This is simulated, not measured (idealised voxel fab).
Proc. module: voxel ribs on slabs
For reference, the cross-section in this document is cut, with width 190 nm and square cells of 5 nm.
Cross-sections here: square-cell grids, written as top-down lists of bands, a band being one or more rows of cells.
Quick guide to a band line: top height, bottom height (nm) up front; then every material left to right with its width in nm. Only one material and it's marked "edge to edge"? Then it fills the band edge to edge. And "blank" just means empty space.
Measure heights from 0. That's the level where, below it, the as-received wafer is all one material. The lowest band is bottomless and extends downward; write it as in "0..down".
The expression "30 to 40" gives the width at the extremes of the band, the first number at its top row of cells and the second at its bottom row, with the width changing by equal amounts from each row to the next in between.
No cell of the cross-section changed in a step that is given as "identical to before".
Look at "Sealed void list" for the closed voids: empty spaces with no open path to the top, sized 8 cells or up. Each is width x height at distance, distance from the left edge, all nm.
The remark found on a step's line after its settings is issued by the simulator itself and pertains to that step.
On any step carrying a mask, the "overlay nm" setting, if present on the step's line, tells how far right of its planned place the mask lay; negative values point to the left.

Process steps (planned)
- 1: RECEIVE,material Si
- 2: DIRECTIONAL_DEP,material SiO2,thk nm 20
- 3: DIRECTIONAL_DEP,material SiN,thk nm 25
- 4: DIRECTIONAL_DEP,material aC,thk nm 10
- 5: PATTERN,tone cover,mask id RIB,material resist,width nm 20,thk nm 30,overlay nm -15
- 6: DIRECTIONAL_ETCH,etch materials aC,depth nm 10
- 7: STRIP,etch materials resist
- 8: DIRECTIONAL_ETCH,etch materials SiN,depth nm 10
- 9: STRIP,etch materials aC
- 10: DIRECTIONAL_DEP,material aC,thk nm 15
- 11: PATTERN,tone cover,mask id SLAB,material resist,width nm 80,thk nm 35,overlay nm 0
- 12: DIRECTIONAL_ETCH,etch materials aC,depth nm 15
- 13: STRIP,etch materials resist
- 14: DIRECTIONAL_ETCH,etch materials SiN,depth nm 15
- 15: STRIP,etch materials aC
- 16: FILL_DEP,material SiO2,thk nm 20
- 17: CMP,height nm 55
- 18: DIRECTIONAL_DEP,material W,thk nm 5
- 19: MASKED_ETCH,tone cover,mask id HEATER,width nm 30,etch materials W,depth nm 5,overlay nm 0
- 20: CONFORMAL_DEP,material SiN,thk nm 5
For this document, wafers share an identical start and vary in the step 5 overlay nm; the plan quotes the first wafer's value.

First of several wafers (as received, post step 1), cross-sectional view
> 0..down: Si edge to edge
> Sealed void list: none

At the end of the module, after its last step, step 20, the first of several wafers appears in cross-section as follows
> 65..60: 75 nm blank | 40 nm SiN | 75 nm blank
> 60..55: 80 nm SiN | 30 nm W | 80 nm SiN
> 55..45: SiO2 edge to edge
> 45..35: 70 nm SiO2 | 20 nm SiN | 100 nm SiO2
> 35..20: 55 nm SiO2 | 80 nm SiN | 55 nm SiO2
> 20..0: SiO2 edge to edge
> 0..down: Si edge to edge
> Sealed void list: none

Here's the last wafer cross-sectioned at the end of the module
> 65..60: 75 nm blank | 40 nm SiN | 75 nm blank
> 60..55: 80 nm SiN | 30 nm W | 80 nm SiN
> 55..45: SiO2 edge to edge
> 45..35: 100 nm SiO2 | 20 nm SiN | 70 nm SiO2
> 35..20: 55 nm SiO2 | 80 nm SiN | 55 nm SiO2
> 20..0: SiO2 edge to edge
> 0..down: Si edge to edge
> Sealed void list: none

Per wafer, end of module: cells gained (+) or lost (-) per material since receipt, then closed voids
overlay nm -15, +96 SiN, +362 SiO2, +6 W, Sealed void list: none
overlay nm -10, +96 SiN, +362 SiO2, +6 W, Sealed void list: none
overlay nm -5, +96 SiN, +362 SiO2, +6 W, Sealed void list: none
overlay nm 0, +96 SiN, +362 SiO2, +6 W, Sealed void list: none
overlay nm 5, +96 SiN, +362 SiO2, +6 W, Sealed void list: none
overlay nm 10, +96 SiN, +362 SiO2, +6 W, Sealed void list: none
overlay nm 15, +96 SiN, +362 SiO2, +6 W, Sealed void list: none
